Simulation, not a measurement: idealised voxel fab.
process module | voxel capacitor over wiring
cross-section cut | 175 nm wide | cells 5 nm
A cross-section is a grid of square cells, given in bands from the top down. A band is one or more rows of cells.
Each band's line starts with the height of the band's top and of its bottom, in nm. Then come its materials from left to right, each with its width in nm. One material with "throughout" fills the band from edge to edge. "air" is empty space.
Height 0 is the level under which the wafer as received is all one material. The lowest band goes on downwards, as in "0 down".
A width such as "30 to 40" changes by the same amount from each row of cells to the next, from the band's top row to its bottom row.
"no change" after a step means that no cell of the cross-section changed.
closed voids: empty space of 8 cells or more with no open way to the top, each as width x height at its distance from the left edge, in nm
after a step's settings: what the simulator itself notes on the step
overlay nm, on a step with a mask: how far to the right of its planned place the mask lay; to the left if negative
plan
1 op RECEIVE | material Si
2 op CONFORMAL_DEP | material SiO2 | thk nm 15
3 op DIRECTIONAL_DEP | material TiN | thk nm 5
4 op DIRECTIONAL_DEP | material Ru | thk nm 20
5 op PATTERN | tone cover | mask id METAL_1 | material resist | width nm 20 | pitch nm 70 | thk nm 15 | overlay nm 0
6 op DIRECTIONAL_ETCH | etch materials Ru | depth nm 20
7 op DIRECTIONAL_ETCH | etch materials TiN | depth nm 5
8 op STRIP | etch materials resist
9 op FILL_DEP | material lowk | thk nm 10
10 op CMP | height nm 40
11 op CONFORMAL_DEP | material SiCN | thk nm 5
12 op DIRECTIONAL_DEP | material SiO2 | thk nm 20
13 op PATTERN | tone open | mask id PLUG_1 | material resist | width nm 15 | thk nm 20 | overlay nm 0
14 op DIRECTIONAL_ETCH | etch materials SiO2 | depth nm 20
15 op DIRECTIONAL_ETCH | etch materials SiCN | depth nm 5
16 op STRIP | etch materials resist
17 op CONFORMAL_DEP | material TiN | thk nm 5
18 op FILL_DEP | material Ru | thk nm 10
19 op CMP | height nm 65
20 op DIRECTIONAL_DEP | material TiN | thk nm 5
21 op DIRECTIONAL_DEP | material SiN | thk nm 5
22 op DIRECTIONAL_DEP | material TiN | thk nm 5
23 op PATTERN | tone cover | mask id UPPER_PLATE | material resist | width nm 55 | thk nm 20 | overlay nm 0
24 op DIRECTIONAL_ETCH | etch materials TiN | depth nm 5
25 op DIRECTIONAL_ETCH | etch materials SiN | depth nm 5
26 op STRIP | etch materials resist
27 op MASKED_ETCH | tone cover | mask id LOWER_PLATE | width nm 65 | etch materials TiN | depth nm 5 | overlay nm 0
28 op FILL_DEP | material SiO2 | thk nm 15
29 op CMP | height nm 90
30 op DIRECTIONAL_DEP | material aC | thk nm 10
31 op PATTERN | tone open | mask id PLUG_2 | material resist | width nm 15 | thk nm 25 | overlay nm 0
32 op DIRECTIONAL_ETCH | etch materials aC | depth nm 10
33 op STRIP | etch materials resist
34 op DIRECTIONAL_ETCH | etch materials SiO2 | depth nm 10
35 op STRIP | etch materials aC
36 op CONFORMAL_DEP | material TiN | thk nm 5
37 op FILL_DEP | material W | thk nm 5
38 op CMP | height nm 90
39 op CONFORMAL_DEP | material SiCN | thk nm 5
as received, after step 1
  0 down: Si throughout
  closed voids: none
a wafer at the end: this start, this plan, one mistake
  95 to 90: SiCN throughout
  90 to 85: SiO2 55 | TiN 5 | Ru 5 | TiN 5 | SiO2 105
  85 to 75: SiO2 55 to 45 | TiN 15 to 55 | SiO2 105 to 75
  75 to 70: SiO2 45 | SiN 55 | SiO2 75
  70 to 65: SiO2 40 | TiN 65 | SiO2 70
  65 to 45: SiO2 45 | TiN 5 | Ru 5 | TiN 5 | SiO2 115
  45 to 40: SiCN 45 | TiN 15 | SiCN 115
  40 to 20: lowk 40 | Ru 20 | lowk 50 | Ru 20 | lowk 45
  20 to 15: lowk 40 | TiN 20 | lowk 50 | TiN 20 | lowk 45
  15 to 0: SiO2 throughout
  0 down: Si throughout
  closed voids: none
what went wrong: step 37 ran as: op FILL_DEP | material Ru | thk nm 5
